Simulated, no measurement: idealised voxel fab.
The following process module bears the name voxel self aligned contacts.
This is section cut - it's 255 nm across, gridded in 5 nm square cells.
A cross-section is written here as square cells arranged in a grid, and it is given in bands from the top down, each band taking up one or more rows of cells. First you get the band's top height and its bottom height, in nm, and then the materials it's made of, left to right, with each width in nm. If you see a single material with "everywhere", that one covers the band edge to edge. "air" is empty space. Note: height 0 marks the level under which the wafer is uniformly one material as received. Lowest band unbounded below, written "0 nm and below". The width entry "30..40" should be interpreted row by row: the top row of cells in the band takes the first number, the bottom row takes the second number, and the change between adjacent rows is uniform throughout. When a step is marked "remained unchanged", none of the cells in the cross-section changed during that step. Each empty space that has no open way to the top and spans at least 8 cells appears under "Closed void listing" as width x height at distance, the distance counted from the left edge, all in nm. What comes after the settings on a step's line is commentary from the simulator itself on that step. The "overlay nm" setting may appear on a step's line; for a step that uses a mask, it gives how far to the right of its planned position the mask lay, and a negative value indicates the left.

# These are the steps we planned for the process
1) RECEIVE [material Si]
2) CONFORMAL_DEP [material SiO2] [thk nm 5]
3) DIRECTIONAL_DEP [material polySi] [thk nm 30]
4) DIRECTIONAL_DEP [material SiN] [thk nm 25]
5) DIRECTIONAL_DEP [material aC] [thk nm 15]
6) PATTERN [tone cover] [mask id GATE] [material resist] [width nm 35] [pitch nm 75] [thk nm 35] [overlay nm 0]
7) DIRECTIONAL_ETCH [etch materials aC] [depth nm 15]
8) STRIP [etch materials resist]
9) DIRECTIONAL_ETCH [etch materials SiN] [depth nm 25]
10) DIRECTIONAL_ETCH [etch materials polySi] [depth nm 30]
11) STRIP [etch materials aC]
12) CONFORMAL_DEP [material SiN] [thk nm 10]
13) DIRECTIONAL_ETCH [etch materials SiN] [depth nm 10]
14) FILL_DEP [material SiO2] [thk nm 15]
15) CMP [height nm 70]
16) MASKED_ETCH [tone open] [mask id CONTACT] [width nm 60] [etch materials SiO2] [depth nm 70] [overlay nm 0]
17) CONFORMAL_DEP [material TiN] [thk nm 5]
18) FILL_DEP [material W] [thk nm 10]
19) CMP [height nm 70]
20) CONFORMAL_DEP [material SiN] [thk nm 5]

# Cross-section of the wafer at receipt, which is the condition after step 1
	0 nm and below  Si everywhere
	Closed void listing: none

# Same starting wafer, same plan as above, one mistake in the execution; this is the cross-section at the end of the module
	75 nm to 70 nm  SiN everywhere
	70 nm to 60 nm  W 90..55 nm, TiN 5..40 nm, SiO2 60 nm, TiN 5..40 nm, W 95..60 nm
	60 nm to 35 nm  W 55 nm, TiN 5 nm, SiN 55 nm, SiO2 20 nm, SiN 55 nm, TiN 5 nm, W 60 nm
	35 nm to 5 nm  W 55 nm, TiN 5 nm, SiN 10 nm, polySi 35 nm, SiN 10 nm, SiO2 20 nm, SiN 10 nm, polySi 35 nm, SiN 10 nm, TiN 5 nm, W 60 nm
	5 nm to 0 nm  TiN 60 nm, SiO2 130 nm, TiN 65 nm
	0 nm and below  Si everywhere
	Closed void listing: none
Against the plan, the run slipped here: planned and actual differ for step 16; actual: MASKED_ETCH [tone cover] [mask id CONTACT] [width nm 60] [etch materials SiO2] [depth nm 70] [overlay nm 0]
